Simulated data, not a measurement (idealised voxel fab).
The following process module bears the name voxel self aligned vias.
Shown is cross-section cut, with a width of 175 nm and square cells of size 5 nm.
Cross-section spec: square-cell grid; bands listed top down; each band is one or more rows.
The entry gives the band's vertical extent as a top height and a bottom height in nm, then its horizontal make-up as materials from left to right, each with a width in nm. "blank" stands for empty space; a single material marked "full width" fills the band edge to edge.
We count height from 0. Below that, the starting wafer is all one material. The lowest band never ends at the bottom but goes on down; see "0..down" for how that is written.
A width given as "30->40" starts at the first number in the band's top row and ends at the second number in its bottom row, shifting by an equal amount at every step from row to row.
You'll sometimes find "remained unchanged" written for a step, and that's the way of saying that nowhere in the cross-section did a cell change during that step.
Fully sealed voids: empty space of 8 cells or more with no open way to the top, each as width x height at its distance from the left edge, in nm
That trailing text on a step's line, after the settings, is the simulator's own remark on the step.
You can add "overlay nm" to a step's line. For a step with a mask, it describes how far the mask lay to the right of its planned position, and a negative number describes a lay to the left.
**These are the steps we planned for the process**
step 1: op RECEIVE | material Si
step 2: op CONFORMAL_DEP | material SiO2 | thk nm 10
step 3: op CONFORMAL_DEP | material SiCN | thk nm 5
step 4: op DIRECTIONAL_DEP | material lowk | thk nm 30
step 5: op PATTERN | tone open | mask id LINES | material resist | width nm 30 | pitch nm 65 | thk nm 15 | overlay nm 0
step 6: op DIRECTIONAL_ETCH | etch materials lowk | depth nm 30
step 7: op STRIP | etch materials resist
step 8: op CONFORMAL_DEP | material TiN | thk nm 5
step 9: op FILL_DEP | material W | thk nm 10
step 10: op CMP | height nm 45
step 11: op SELECTIVE_ETCH | etch materials W Ru TiN | depth nm 10
step 12: op FILL_DEP | material SiN | thk nm 5
step 13: op CMP | height nm 45
step 14: op DIRECTIONAL_DEP | material lowk | thk nm 20
step 15: op PATTERN | tone open | mask id VIAS | material resist | width nm 40 | thk nm 20 | overlay nm 0
step 16: op DIRECTIONAL_ETCH | etch materials lowk | depth nm 20
step 17: op DIRECTIONAL_ETCH | etch materials SiN | depth nm 10
step 18: op STRIP | etch materials resist
step 19: op CONFORMAL_DEP | material TiN | thk nm 5
step 20: op FILL_DEP | material Cu | thk nm 10
step 21: op CMP | height nm 65
step 22: op CONFORMAL_DEP | material SiN | thk nm 5
**So this is the incoming wafer in cross-section - it's already been through step 1**
  0..down = Si full width
  Fully sealed voids: none
**Final cross-section, module run with one mistake (start and plan as above)**
  70..65 = SiN full width
  65..50 = lowk (35) / TiN (5) / Cu (30) / TiN (5) / lowk (100)
  50..45 = lowk (35) / TiN (10) / Cu (20) / TiN (10) / lowk (100)
  45..40 = lowk (40) / TiN (5) / Cu (20) / TiN (5) / lowk (35) / SiN (30) / lowk (40)
  40..35 = lowk (40) / TiN (30) / lowk (35) / SiN (30) / lowk (40)
  35..20 = lowk (40) / SiN (5) / W (20) / SiN (5) / lowk (35) / SiN (5) / W (20) / SiN (5) / lowk (40)
  20..15 = lowk (40) / SiN (30) / lowk (35) / SiN (30) / lowk (40)
  15..10 = SiCN full width
  10..0 = SiO2 full width
  0..down = Si full width
  Fully sealed voids: none
What was done differently from what was planned? it should be noted that step 8 was executed with settings other than those planned, the operation and settings actually applied being op CONFORMAL_DEP | material SiN | thk nm 5
